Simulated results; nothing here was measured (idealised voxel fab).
The following is a process module called voxel self aligned vias.
Section cut is 175 nm wide and gridded with 5 nm square cells.
We lay out every cross-section as a grid of square cells and spell it out in bands from the top down, where one band means one or more rows of cells.
Band entry format. Leading values: height of top, height of bottom, nm. Remainder: materials in left-to-right order, each with its width in nm. Special words: "all across" on a single material, which then fills the band edge to edge; "blank", empty space.
Counting heights begins at 0, where everything beneath is, in the wafer as received, one material. The lowest band has no bottom; it goes on downwards, as "top 0, no bottom" shows.
So if you see something like "30->40" for the width, read it as the top row of the band sitting at the first number and the bottom row at the second, with every row in between moving by the same amount as the last.
No cell of the cross-section changed in a step that is given as "identical to before".
Entry "Closed-off voids". Content: empty spaces with no open connection to the top, size 8 cells or greater. Each: width x height at distance. Distance: from left edge. Unit: nm.
after a step's settings: what the simulator itself notes on the step
A step line may carry the setting "overlay nm", which, for steps involving a mask, states the distance by which the mask lay to the right of its intended position; negative values denote displacement to the left.

[The planned process steps are enumerated hereunder]
1: RECEIVE [material Si]
2: CONFORMAL_DEP [material SiO2] [thk nm 10]
3: CONFORMAL_DEP [material SiCN] [thk nm 5]
4: DIRECTIONAL_DEP [material SiO2] [thk nm 25]
5: MASKED_ETCH [tone open] [mask id LINES] [width nm 25] [pitch nm 65] [etch materials SiO2] [depth nm 25] [overlay nm 0]
6: CONFORMAL_DEP [material TiN] [thk nm 5]
7: FILL_DEP [material Ru] [thk nm 5]
8: CMP [height nm 40]
9: SELECTIVE_ETCH [etch materials W Ru TiN] [depth nm 5]
10: FILL_DEP [material SiN] [thk nm 5]
11: CMP [height nm 40]
12: DIRECTIONAL_DEP [material SiO2] [thk nm 20]
13: DIRECTIONAL_DEP [material aC] [thk nm 15]
14: PATTERN [tone open] [mask id VIAS] [material resist] [width nm 35] [thk nm 35] [overlay nm 0]
15: DIRECTIONAL_ETCH [etch materials aC] [depth nm 15]
16: STRIP [etch materials resist]
17: DIRECTIONAL_ETCH [etch materials SiO2] [depth nm 20]
18: DIRECTIONAL_ETCH [etch materials SiN] [depth nm 5]
19: STRIP [etch materials aC]
20: CONFORMAL_DEP [material TiN] [thk nm 5]
21: FILL_DEP [material Cu] [thk nm 5]
22: CMP [height nm 60]
23: CONFORMAL_DEP [material SiCN] [thk nm 5]

[First of two wafers: run as planned]

[Shown in cross-section is the wafer as received, that is, as it stands after step 1]
> top 0, no bottom  Si all across
> Closed-off voids: none

[Cross-section of the wafer subsequent to step 2]
> top 10, bottom 0  SiO2 all across
> Under the height 0 nothing was changed.

[Cross-section of the wafer subsequent to step 3]
> top 15, bottom 10  SiCN all across
> Under the height 10 nothing was changed.

[Cross-section of the wafer subsequent to step 4]
> top 40, bottom 15  SiO2 all across
> Under the height 15 nothing was changed.

[Cross-section of the wafer subsequent to step 5]
> top 40, bottom 15  SiO2 40 nm, blank 25 nm, SiO2 40 nm, blank 25 nm, SiO2 45 nm
> Under the height 15 nothing was changed.

[Cross-section of the wafer subsequent to step 6]
> top 45, bottom 40  TiN 45 nm, blank 15 nm, TiN 50 nm, blank 15 nm, TiN 50 nm
> top 40, bottom 20  SiO2 40 nm, TiN 5 nm, blank 15 nm, TiN 5 nm, SiO2 40 nm, TiN 5 nm, blank 15 nm, TiN 5 nm, SiO2 45 nm
> top 20, bottom 15  SiO2 40 nm, TiN 25 nm, SiO2 40 nm, TiN 25 nm, SiO2 45 nm
> Under the height 15 nothing was changed.

[Cross-section of the wafer subsequent to step 7]
> top 50, bottom 45  Ru all across
> top 45, bottom 40  TiN 45 nm, Ru 15 nm, TiN 50 nm, Ru 15 nm, TiN 50 nm
> top 40, bottom 20  SiO2 40 nm, TiN 5 nm, Ru 15 nm, TiN 5 nm, SiO2 40 nm, TiN 5 nm, Ru 15 nm, TiN 5 nm, SiO2 45 nm
> Under the height 20 nothing was changed.

[Cross-section of the wafer subsequent to step 8]
> top 40, bottom 20  SiO2 40 nm, TiN 5 nm, Ru 15 nm, TiN 5 nm, SiO2 40 nm, TiN 5 nm, Ru 15 nm, TiN 5 nm, SiO2 45 nm
> Under the height 20 nothing was changed.

[Cross-section of the wafer subsequent to step 9]
> top 40, bottom 35  SiO2 40 nm, blank 25 nm, SiO2 40 nm, blank 25 nm, SiO2 45 nm
> Under the height 35 nothing was changed.

[Cross-section of the wafer subsequent to step 10]
> top 45, bottom 40  SiN all across
> top 40, bottom 35  SiO2 40 nm, SiN 25 nm, SiO2 40 nm, SiN 25 nm, SiO2 45 nm
> Under the height 35 nothing was changed.

[Cross-section of the wafer subsequent to step 11]
> top 40, bottom 35  SiO2 40 nm, SiN 25 nm, SiO2 40 nm, SiN 25 nm, SiO2 45 nm
> Under the height 35 nothing was changed.

[Cross-section of the wafer subsequent to step 12]
> top 60, bottom 40  SiO2 all across
> Under the height 40 nothing was changed.

[Cross-section of the wafer subsequent to step 13]
> top 75, bottom 60  aC all across
> Under the height 60 nothing was changed.

[Cross-section of the wafer subsequent to step 14]
> top 110, bottom 75  resist 35 nm, blank 35 nm, resist 105 nm
> Under the height 75 nothing was changed.

[Cross-section of the wafer subsequent to step 15]
> top 95, bottom 75  resist 35 nm, blank 35 nm, resist 105 nm
> top 75, bottom 60  aC 35 nm, blank 35 nm, aC 105 nm
> Under the height 60 nothing was changed.

[Cross-section of the wafer subsequent to step 16]
> top 75, bottom 60  aC 35 nm, blank 35 nm, aC 105 nm
> Under the height 60 nothing was changed.

[Cross-section of the wafer subsequent to step 17]
> top 75, bottom 60  aC 35 nm, blank 35 nm, aC 105 nm
> top 60, bottom 40  SiO2 35 nm, blank 35 nm, SiO2 105 nm
> Under the height 40 nothing was changed.

[Cross-section of the wafer subsequent to step 18]
> top 75, bottom 60  aC 35 nm, blank 35 nm, aC 105 nm
> top 60, bottom 40  SiO2 35 nm, blank 35 nm, SiO2 105 nm
> top 40, bottom 35  SiO2 40 nm, blank 25 nm, SiO2 40 nm, SiN 25 nm, SiO2 45 nm
> Under the height 35 nothing was changed.

[Cross-section of the wafer subsequent to step 19]
> top 60, bottom 40  SiO2 35 nm, blank 35 nm, SiO2 105 nm
> Under the height 40 nothing was changed.

[Cross-section of the wafer subsequent to step 20]
> top 65, bottom 60  TiN 40 nm, blank 25 nm, TiN 110 nm
> top 60, bottom 45  SiO2 35 nm, TiN 5 nm, blank 25 nm, TiN 5 nm, SiO2 105 nm
> top 45, bottom 40  SiO2 35 nm, TiN 10 nm, blank 15 nm, TiN 10 nm, SiO2 105 nm
> top 40, bottom 35  SiO2 40 nm, TiN 25 nm, SiO2 40 nm, SiN 25 nm, SiO2 45 nm
> Under the height 35 nothing was changed.

[Cross-section of the wafer subsequent to step 21]
> top 70, bottom 65  Cu all across
> top 65, bottom 60  TiN 40 nm, Cu 25 nm, TiN 110 nm
> top 60, bottom 45  SiO2 35 nm, TiN 5 nm, Cu 25 nm, TiN 5 nm, SiO2 105 nm
> top 45, bottom 40  SiO2 35 nm, TiN 10 nm, Cu 15 nm, TiN 10 nm, SiO2 105 nm
> Under the height 40 nothing was changed.

[Cross-section of the wafer subsequent to step 22]
> top 60, bottom 45  SiO2 35 nm, TiN 5 nm, Cu 25 nm, TiN 5 nm, SiO2 105 nm
> Under the height 45 nothing was changed.

[Cross-section of the wafer subsequent to step 23]
> top 65, bottom 60  SiCN all across
> Under the height 60 nothing was changed.

[Companion wafer, the second of two: same beginning, same intended sequence, one mistake in carrying it out; through step 13 inclusive it tracks the first exactly]

[Second wafer, section view, time point: scheduled end of step 14]
> top 110, bottom 75  resist 30 nm, blank 35 nm, resist 110 nm
> Under the height 75 nothing was changed.

[Second wafer, section view, time point: scheduled end of step 15]
> top 95, bottom 75  resist 30 nm, blank 35 nm, resist 110 nm
> top 75, bottom 60  aC 30 nm, blank 35 nm, aC 110 nm
> Under the height 60 nothing was changed.

[Second wafer, section view, time point: scheduled end of step 16]
> top 75, bottom 60  aC 30 nm, blank 35 nm, aC 110 nm
> Under the height 60 nothing was changed.

[Second wafer, section view, time point: scheduled end of step 17]
> top 75, bottom 60  aC 30 nm, blank 35 nm, aC 110 nm
> top 60, bottom 40  SiO2 30 nm, blank 35 nm, SiO2 110 nm
> Under the height 40 nothing was changed.

[Second wafer, section view, time point: scheduled end of step 18]
> top 75, bottom 60  aC 30 nm, blank 35 nm, aC 110 nm
> top 60, bottom 40  SiO2 30 nm, blank 35 nm, SiO2 110 nm
> top 40, bottom 35  SiO2 40 nm, blank 25 nm, SiO2 40 nm, SiN 25 nm, SiO2 45 nm
> Under the height 35 nothing was changed.

[Second wafer, section view, time point: scheduled end of step 19]
> top 60, bottom 40  SiO2 30 nm, blank 35 nm, SiO2 110 nm
> Under the height 40 nothing was changed.

[Second wafer, section view, time point: scheduled end of step 20]
> top 65, bottom 60  TiN 35 nm, blank 25 nm, TiN 115 nm
> top 60, bottom 45  SiO2 30 nm, TiN 5 nm, blank 25 nm, TiN 5 nm, SiO2 110 nm
> top 45, bottom 40  SiO2 30 nm, TiN 15 nm, blank 15 nm, TiN 5 nm, SiO2 110 nm
> top 40, bottom 35  SiO2 40 nm, TiN 25 nm, SiO2 40 nm, SiN 25 nm, SiO2 45 nm
> Under the height 35 nothing was changed.

[Second wafer, section view, time point: scheduled end of step 21]
> top 70, bottom 65  Cu all across
> top 65, bottom 60  TiN 35 nm, Cu 25 nm, TiN 115 nm
> top 60, bottom 45  SiO2 30 nm, TiN 5 nm, Cu 25 nm, TiN 5 nm, SiO2 110 nm
> top 45, bottom 40  SiO2 30 nm, TiN 15 nm, Cu 15 nm, TiN 5 nm, SiO2 110 nm
> Under the height 40 nothing was changed.

[Second wafer, section view, time point: scheduled end of step 22]
> top 60, bottom 45  SiO2 30 nm, TiN 5 nm, Cu 25 nm, TiN 5 nm, SiO2 110 nm
> Under the height 45 nothing was changed.

[Second wafer, section view, time point: scheduled end of step 23]
> top 65, bottom 60  SiCN all across
> Under the height 60 nothing was changed.
Finding, execution versus plan: step 14: run off-plan, actual operation and settings PATTERN [tone open] [mask id VIAS] [material resist] [width nm 35] [thk nm 35] [overlay nm -5]
Same inventory, different map: at the end, the second wafer holds as many cells of each material as the first, placed elsewhere.
